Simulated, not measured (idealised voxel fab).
Proc. module: voxel ribs on slabs
Cross-section cut spans 160 nm and uses square cells 5 nm in size.
Cross-section format: a grid of square cells, given as bands from top to bottom; each band is one or more rows of cells.
Band: top height; bottom height; in nm. Then, left to right: material with width in nm, for each material. "edge to edge": a single material spanning edge to edge. "empty": empty space.
Height reference: 0 = level under which incoming wafer is all one material. Lowest band: no bottom, runs on downward, e.g. "0 nm and below".
It should be noted that a width expressed as "30..40" varies in equal increments from row to row of cells within the band, taking the value of the first number at the top row and that of the second number at the bottom row.
Given "no modification" for a step, no cell of the cross-section differs between before and after that step.
The entry titled "Catalogued sealed voids" provides the empty spaces that have no open way to the top, restricted to those of 8 cells or more. Each is presented as width x height at distance, the distance being measured from the left edge, with all three in nm.
Text after the settings on a step's line: the simulator's own remark on that step.
overlay nm: how far to the right of its planned place the mask lay on this masked step (negative: to the left).

# Below is the list of planned process steps
1. RECEIVE,material Si
2. DIRECTIONAL_DEP,material SiO2,thk nm 20
3. DIRECTIONAL_DEP,material SiN,thk nm 20
4. MASKED_ETCH,tone cover,mask id RIB,width nm 25,etch materials SiN,depth nm 10,overlay nm 0
5. PATTERN,tone cover,mask id SLAB,material resist,width nm 65,thk nm 20,overlay nm 0
6. DIRECTIONAL_ETCH,etch materials SiN,depth nm 10
7. STRIP,etch materials resist
8. FILL_DEP,material SiO2,thk nm 20
9. CMP,height nm 50
10. DIRECTIONAL_DEP,material TiN,thk nm 10
11. MASKED_ETCH,tone cover,mask id HEATER,width nm 35,etch materials TiN,depth nm 10,overlay nm 0
12. CONFORMAL_DEP,material SiN,thk nm 5

# As-received wafer cross-section (after step 1)
- 0 nm and below: Si edge to edge
- Catalogued sealed voids: none

# The first of two wafers, cross-sectioned at the end of the module, with the run proceeding as planned
- 65 nm to 60 nm: empty: 55  SiN: 45  empty: 60
- 60 nm to 55 nm: empty: 55  SiN: 5  TiN: 35  SiN: 5  empty: 60
- 55 nm to 50 nm: SiN: 60  TiN: 35  SiN: 65
- 50 nm to 40 nm: SiO2 edge to edge
- 40 nm to 30 nm: SiO2: 65  SiN: 25  SiO2: 70
- 30 nm to 20 nm: SiO2: 45  SiN: 65  SiO2: 50
- 20 nm to 0 nm: SiO2 edge to edge
- 0 nm and below: Si edge to edge
- Catalogued sealed voids: none

# What the second wafer looks like in cross-section once the module is done. Its start and its plan matched the first wafer's exactly; what differed was one mistake in how it was run
- 65 nm to 60 nm: empty: 50  SiN: 55  empty: 55
- 60 nm to 55 nm: empty: 50  SiN: 5  TiN: 45  SiN: 5  empty: 55
- 55 nm to 50 nm: SiN: 55  TiN: 45  SiN: 60
- 50 nm to 40 nm: SiO2 edge to edge
- 40 nm to 30 nm: SiO2: 65  SiN: 25  SiO2: 70
- 30 nm to 20 nm: SiO2: 45  SiN: 65  SiO2: 50
- 20 nm to 0 nm: SiO2 edge to edge
- 0 nm and below: Si edge to edge
- Catalogued sealed voids: none
What broke from the plan during processing? step 11 was not run as planned; what actually ran was MASKED_ETCH,tone cover,mask id HEATER,width nm 45,etch materials TiN,depth nm 10,overlay nm 0
Heads up, by the end the second wafer has more or fewer cells of some materials compared to the first: TiN +4
